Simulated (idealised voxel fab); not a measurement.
process module | voxel self aligned contacts
cross-section cut | 195 nm wide | cells 5 nm
A cross-section is a grid of square cells, given in bands from the top down. A band is one or more rows of cells.
Each band's line starts with the height of the band's top and of its bottom, in nm. Then come its materials from left to right, each with its width in nm. One material with "throughout" fills the band from edge to edge. "air" is empty space.
Height 0 is the level under which the wafer as received is all one material. The lowest band goes on downwards, as in "0 down".
A width such as "30 to 40" changes by the same amount from each row of cells to the next, from the band's top row to its bottom row.
"no change" after a step means that no cell of the cross-section changed.
closed voids: empty space of 8 cells or more with no open way to the top, each as width x height at its distance from the left edge, in nm
after a step's settings: what the simulator itself notes on the step
overlay nm, on a step with a mask: how far to the right of its planned place the mask lay; to the left if negative
plan
1 op RECEIVE | material Si
2 op OXIDIZE | depth nm 5
3 op DIRECTIONAL_DEP | material polySi | thk nm 20
4 op DIRECTIONAL_DEP | material SiN | thk nm 20
5 op MASKED_ETCH | tone cover | mask id GATE | width nm 35 | pitch nm 65 | etch materials SiN | depth nm 20 | overlay nm 0
6 op MASKED_ETCH | tone cover | mask id GATE | width nm 35 | pitch nm 65 | etch materials polySi | depth nm 20 | overlay nm 0
7 op CONFORMAL_DEP | material SiN | thk nm 5
8 op DIRECTIONAL_ETCH | etch materials SiN | depth nm 5
9 op FILL_DEP | material SiO2 | thk nm 20
10 op CMP | height nm 50
11 op MASKED_ETCH | tone open | mask id CONTACT | width nm 50 | etch materials SiO2 | depth nm 55 | overlay nm 0
12 op CONFORMAL_DEP | material TiN | thk nm 5
13 op FILL_DEP | material W | thk nm 10
14 op CMP | height nm 50
15 op CONFORMAL_DEP | material SiCN | thk nm 5
as received, after step 1
  0 down: Si throughout
  closed voids: none
a wafer at the end: this start, this plan, one mistake
  60 to 55: SiCN throughout
  55 to 50: TiN 75 | W 40 | TiN 80
  50 to 40: SiO2 70 | TiN 5 to 20 | W 40 to 10 | TiN 5 to 20 | SiO2 75
  40 to 20: SiO2 40 | SiN 45 | TiN 5 | W 10 | TiN 5 | SiN 45 | SiO2 45
  20 to 0: SiO2 40 | SiN 5 | polySi 35 | SiN 5 | TiN 5 | W 10 | TiN 5 | SiN 5 | polySi 35 | SiN 5 | SiO2 45
  0 to -5: SiO2 85 | TiN 20 | SiO2 90
  -5 down: Si throughout
  closed voids: none
what went wrong: step 14 ran as: op CMP | height nm 55
